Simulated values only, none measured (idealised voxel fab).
Module name: voxel self aligned vias (process module)
Square cells of 5 nm make up the cross-section cut, whose width is 220 nm.
This document writes a cross-section as a grid whose cells are square, and gives it as bands, listed from the top down; one or more rows of cells form a band.
Band: top and bottom heights (nm) first, top before bottom; then materials from left to right, widths in nm. "full width" marks a sole material filling the band edge to edge. "blank" denotes empty space.
Heights from 0 (as-received wafer is one material below). Bottom band endless downward, as "0 nm and below".
So if you see something like "30 to 40" for the width, read it as the top row of the band sitting at the first number and the bottom row at the second, with every row in between moving by the same amount as the last.
Given "same as before" for a step, no cell of the cross-section differs between before and after that step.
The list in "Completely sealed voids" covers empty spaces of 8 cells or more that cannot reach the top through any open way, and it gives each as width x height at distance; the distance is from the left edge, and width, height and distance are in nm.
That trailing text on a step's line, after the settings, is the simulator's own remark on the step.
Regarding "overlay nm": on a step with a mask, it is the distance the mask lay to the right of its planned place; a negative value places it to the left.

### Process steps foreseen in the plan
| 1 | RECEIVE | material Si |
| 2 | CONFORMAL_DEP | material SiO2 | thk nm 10 |
| 3 | CONFORMAL_DEP | material SiCN | thk nm 5 |
| 4 | DIRECTIONAL_DEP | material lowk | thk nm 25 |
| 5 | MASKED_ETCH | tone open | mask id LINES | width nm 20 | pitch nm 60 | etch materials lowk | depth nm 25 | overlay nm 0 |
| 6 | CONFORMAL_DEP | material TiN | thk nm 5 |
| 7 | FILL_DEP | material W | thk nm 5 |
| 8 | CMP | height nm 40 |
| 9 | SELECTIVE_ETCH | etch materials W Ru TiN | depth nm 5 |
| 10 | FILL_DEP | material SiN | thk nm 10 |
| 11 | CMP | height nm 40 |
| 12 | DIRECTIONAL_DEP | material lowk | thk nm 20 |
| 13 | MASKED_ETCH | tone open | mask id VIAS | width nm 40 | pitch nm 60 | etch materials lowk | depth nm 20 | overlay nm 0 |
| 14 | MASKED_ETCH | tone open | mask id VIAS | width nm 40 | pitch nm 60 | etch materials SiN | depth nm 5 | overlay nm 0 |
| 15 | CONFORMAL_DEP | material TiN | thk nm 5 |
| 16 | FILL_DEP | material W | thk nm 5 |
| 17 | CMP | height nm 60 |
| 18 | CONFORMAL_DEP | material SiN | thk nm 5 |

### The cross-section here shows the wafer as received, i.e. in its state after step 1
> 0 nm and below  Si full width
> Completely sealed voids: none

### First of two wafers, end-of-module section, run followed plan
> 65 nm to 60 nm  SiN full width
> 60 nm to 45 nm  60 lowk | 5 TiN | 30 W | 5 TiN | 20 lowk | 5 TiN | 30 W | 5 TiN | 60 lowk
> 45 nm to 40 nm  60 lowk | 15 TiN | 10 W | 15 TiN | 20 lowk | 15 TiN | 10 W | 15 TiN | 60 lowk
> 40 nm to 35 nm  70 lowk | 20 TiN | 40 lowk | 20 TiN | 70 lowk
> 35 nm to 20 nm  70 lowk | 5 TiN | 10 W | 5 TiN | 40 lowk | 5 TiN | 10 W | 5 TiN | 70 lowk
> 20 nm to 15 nm  70 lowk | 20 TiN | 40 lowk | 20 TiN | 70 lowk
> 15 nm to 10 nm  SiCN full width
> 10 nm to 0 nm  SiO2 full width
> 0 nm and below  Si full width
> Completely sealed voids: none

### Wafer two, sectioned after the module: the first wafer's start, the first wafer's plan, and one mistake in how it was run
> 65 nm to 60 nm  SiN full width
> 60 nm to 40 nm  60 lowk | 5 TiN | 30 W | 5 TiN | 20 lowk | 5 TiN | 30 W | 5 TiN | 60 lowk
> 40 nm to 35 nm  60 lowk | 40 TiN | 20 lowk | 40 TiN | 60 lowk
> 35 nm to 20 nm  60 lowk | 15 TiN | 10 W | 15 TiN | 20 lowk | 15 TiN | 10 W | 15 TiN | 60 lowk
> 20 nm to 15 nm  70 lowk | 20 TiN | 40 lowk | 20 TiN | 70 lowk
> 15 nm to 10 nm  SiCN full width
> 10 nm to 0 nm  SiO2 full width
> 0 nm and below  Si full width
> Completely sealed voids: none
So what did we get wrong on this run? twice over, step 13 of the plan was run
Wrapping up, a cell-based count of both wafers puts the second over or under the first for these materials: TiN: 24 more, W: 8 more, lowk: 32 fewer
